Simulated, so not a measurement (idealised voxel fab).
Presented below is a process module, voxel capacitor over wiring.
Cross-sectional view cut (width: 190 nm; square cell size: 5 nm).
Square cells in a grid make up a cross-section in this document, and the grid is given as bands, listed from the top down, each one or more rows of cells.
The entry gives the band's vertical extent as a top height and a bottom height in nm, then its horizontal make-up as materials from left to right, each with a width in nm. "air" stands for empty space; a single material marked "throughout" fills the band edge to edge.
Heads up on the height convention: 0 is the point under which the incoming wafer is all one material, and the lowest band has no bottom, it just keeps going down, like "top 0, no bottom".
Width spec "30..40" -> top row of cells at first value, bottom row at second value, equal per-row change in between.
"remained unchanged" (step): cross-section cells unchanged, all of them.
"Enclosed cavity list" - sealed voids, min. 8 cells, no opening to top; format: width x height at distance (distance from left edge; nm throughout).
Formally, on a step line, whatever follows the settings is a remark that the simulator itself makes on the step.
Steps that use a mask can have "overlay nm" on their line. It says how far the mask sat to the right of where it was meant to be. Negative means to the left.
[The following list gives the planned process steps]
step 1: op RECEIVE | material Si
step 2: op CONFORMAL_DEP | material SiO2 | thk nm 10
step 3: op CONFORMAL_DEP | material SiN | thk nm 5
step 4: op DIRECTIONAL_DEP | material SiO2 | thk nm 15
step 5: op MASKED_ETCH | tone open | mask id METAL_1 | width nm 30 | pitch nm 80 | etch materials SiO2 | depth nm 15 | overlay nm 0
step 6: op MASKED_ETCH | tone open | mask id METAL_1 | width nm 30 | pitch nm 80 | etch materials SiN | depth nm 5 | overlay nm 0
step 7: op CONFORMAL_DEP | material TiN | thk nm 5
step 8: op FILL_DEP | material Ru | thk nm 10
step 9: op CMP | height nm 30
step 10: op EPI | material Ru | thk nm 5
step 11: op FILL_DEP | material SiCN | thk nm 5
step 12: op DIRECTIONAL_DEP | material SiO2 | thk nm 10
step 13: op PATTERN | tone open | mask id PLUG_1 | material resist | width nm 15 | thk nm 15 | overlay nm 0
step 14: op DIRECTIONAL_ETCH | etch materials SiO2 | depth nm 10
step 15: op DIRECTIONAL_ETCH | etch materials SiCN | depth nm 5
step 16: op STRIP | etch materials resist
step 17: op CONFORMAL_DEP | material TiN | thk nm 5
step 18: op FILL_DEP | material Cu | thk nm 10
step 19: op CMP | height nm 50
step 20: op DIRECTIONAL_DEP | material TiN | thk nm 5
step 21: op DIRECTIONAL_DEP | material HfO2 | thk nm 5
step 22: op DIRECTIONAL_DEP | material TiN | thk nm 5
step 23: op DIRECTIONAL_DEP | material aC | thk nm 10
step 24: op PATTERN | tone cover | mask id UPPER_PLATE | material resist | width nm 55 | thk nm 25 | overlay nm 0
step 25: op DIRECTIONAL_ETCH | etch materials aC | depth nm 10
step 26: op STRIP | etch materials resist
step 27: op DIRECTIONAL_ETCH | etch materials TiN | depth nm 5
step 28: op DIRECTIONAL_ETCH | etch materials HfO2 | depth nm 5
step 29: op STRIP | etch materials aC
step 30: op PATTERN | tone cover | mask id LOWER_PLATE | material resist | width nm 65 | thk nm 15 | overlay nm 0
step 31: op DIRECTIONAL_ETCH | etch materials TiN | depth nm 5
step 32: op STRIP | etch materials resist
step 33: op FILL_DEP | material SiO2 | thk nm 20
step 34: op CMP | height nm 80
step 35: op MASKED_ETCH | tone open | mask id PLUG_2 | width nm 15 | etch materials SiO2 | depth nm 15 | overlay nm 0
step 36: op CONFORMAL_DEP | material TiN | thk nm 5
step 37: op FILL_DEP | material W | thk nm 5
step 38: op CMP | height nm 80
step 39: op CONFORMAL_DEP | material SiN | thk nm 5
[Cross-section of the wafer as it came to us, i.e., already through step 1]
	top 0, no bottom | Si throughout
	Enclosed cavity list: none
[Starting structure and process plan are as shown above, but one mistake was made in running the module; the wafer cross-section at the end of the module follows]
	top 85, bottom 80 | SiN throughout
	top 80, bottom 70 | 65 SiO2 / 5 TiN / 5 W / 5 TiN / 110 SiO2
	top 70, bottom 60 | 65..55 SiO2 / 15..55 TiN / 110..80 SiO2
	top 60, bottom 55 | 55 SiO2 / 55 HfO2 / 80 SiO2
	top 55, bottom 50 | 50 SiO2 / 65 TiN / 75 SiO2
	top 50, bottom 35 | Ru throughout
	top 35, bottom 30 | 45 TiN / 20 Ru / 60 TiN / 20 Ru / 45 TiN
	top 30, bottom 15 | 40 SiO2 / 5 TiN / 20 Ru / 5 TiN / 50 SiO2 / 5 TiN / 20 Ru / 5 TiN / 40 SiO2
	top 15, bottom 10 | 40 SiN / 30 TiN / 50 SiN / 30 TiN / 40 SiN
	top 10, bottom 0 | SiO2 throughout
	top 0, no bottom | Si throughout
	Enclosed cavity list: none
It is concluded that the wafer was processed incorrectly with respect to the plan, in that no execution of plan step 9; skipped
